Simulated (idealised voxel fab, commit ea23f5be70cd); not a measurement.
This is a process module. Its name is voxel double patterning.
Shown is cross-section cut, with a width of 160 nm and square cells of size 5 nm.
Format of a cross-section: grid, square cells. Given as bands. Order: top down. Band: one or more rows of cells. Per band: top height and bottom height in nm, followed by the left-to-right materials and their widths in nm; "full width" marks a single material spanning edge to edge, "air" marks empty space. Heights are expressed relative to 0, this being the level below which the as-received wafer comprises one material exclusively. The lowest band is unbounded in the downward direction and is denoted as in "0 nm and below". Width spec "30..40" -> top row of cells at first value, bottom row at second value, equal per-row change in between. A step reported as "nothing altered" is a step in which no cell of the cross-section changed. "Voids lacking openings": empty spaces of 8 cells or more with no open way to the top, each given as width x height at distance, distance from the left edge, all in nm. That trailing text on a step's line, after the settings, is the simulator's own remark on the step. A step's line can hold "overlay nm"; with a mask on that step, the setting says how far right of the planned place the mask lay, while a negative setting says it lay to the left.
plan
1,RECEIVE (material Si)
2,CONFORMAL_DEP (material SiO2; thk nm 10)
3,DIRECTIONAL_DEP (material W; thk nm 20)
4,DIRECTIONAL_DEP (material SiCN; thk nm 5)
5,MASKED_ETCH (tone open; mask id FIRST; width nm 15; pitch nm 50; etch materials SiCN; depth nm 5; overlay nm 0)
6,MASKED_ETCH (tone open; mask id SECOND; width nm 15; pitch nm 50; etch materials SiCN; depth nm 5; overlay nm 0)
7,DIRECTIONAL_ETCH (etch materials W; depth nm 20)
8,STRIP (etch materials SiCN)
Wafer cross-section on receipt, i.e. after step 1
    0 nm and below: Si full width
    Voids lacking openings: none
Starting wafer: above. Plan: above. Run: one mistake. Cross-section after the module: below
    35 nm to 15 nm: W 20, air 15, W 10, air 15, W 10, air 15, W 10, air 15, W 10, air 15, W 25
    15 nm to 10 nm: W full width
    10 nm to 0 nm: SiO2 full width
    0 nm and below: Si full width
    Voids lacking openings: none
Where did the run depart from the plan? step 3 did not happen as planned, as run it was DIRECTIONAL_DEP (material W; thk nm 25)
